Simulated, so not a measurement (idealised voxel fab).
process module | voxel tone inversion
cross-section cut | 145 nm wide | cells 5 nm
A cross-section is a grid of square cells, given in bands from the top down. A band is one or more rows of cells.
Each band's line starts with the height of the band's top and of its bottom, in nm. Then come its materials from left to right, each with its width in nm. One material with "throughout" fills the band from edge to edge. "air" is empty space.
Height 0 is the level under which the wafer as received is all one material. The lowest band goes on downwards, as in "0 down".
A width such as "30 to 40" changes by the same amount from each row of cells to the next, from the band's top row to its bottom row.
"no change" after a step means that no cell of the cross-section changed.
closed voids: empty space of 8 cells or more with no open way to the top, each as width x height at its distance from the left edge, in nm
after a step's settings: what the simulator itself notes on the step
overlay nm, on a step with a mask: how far to the right of its planned place the mask lay; to the left if negative
plan
1 op RECEIVE | material Si
2 op CONFORMAL_DEP | material SiN | thk nm 10
3 op DIRECTIONAL_DEP | material polySi | thk nm 15
4 op PATTERN | tone cover | mask id POSTS | material resist | width nm 15 | pitch nm 30 | thk nm 25 | overlay nm 0
5 op DIRECTIONAL_ETCH | etch materials polySi | depth nm 15
6 op STRIP | etch materials resist
7 op FILL_DEP | material SiO2 | thk nm 10
8 op CMP | height nm 25
9 op STRIP | etch materials polySi
10 op CONFORMAL_DEP | material TiN | thk nm 5
11 op FILL_DEP | material Ru | thk nm 10
12 op CMP | height nm 25
13 op CONFORMAL_DEP | material SiCN | thk nm 5
as received, after step 1
  0 down: Si throughout
  closed voids: none
a wafer at the end: this start, this plan, one mistake
  30 to 25: SiCN throughout
  25 to 15: SiN 35 | TiN 5 | Ru 5 | TiN 5 | SiN 15 | TiN 5 | Ru 5 | TiN 5 | SiN 15 | TiN 5 | Ru 5 | TiN 5 | SiN 35
  15 to 10: SiN 35 | TiN 15 | SiN 15 | TiN 15 | SiN 15 | TiN 15 | SiN 35
  10 to 0: SiN throughout
  0 down: Si throughout
  closed voids: none
what went wrong: step 7 ran as: op FILL_DEP | material SiN | thk nm 10
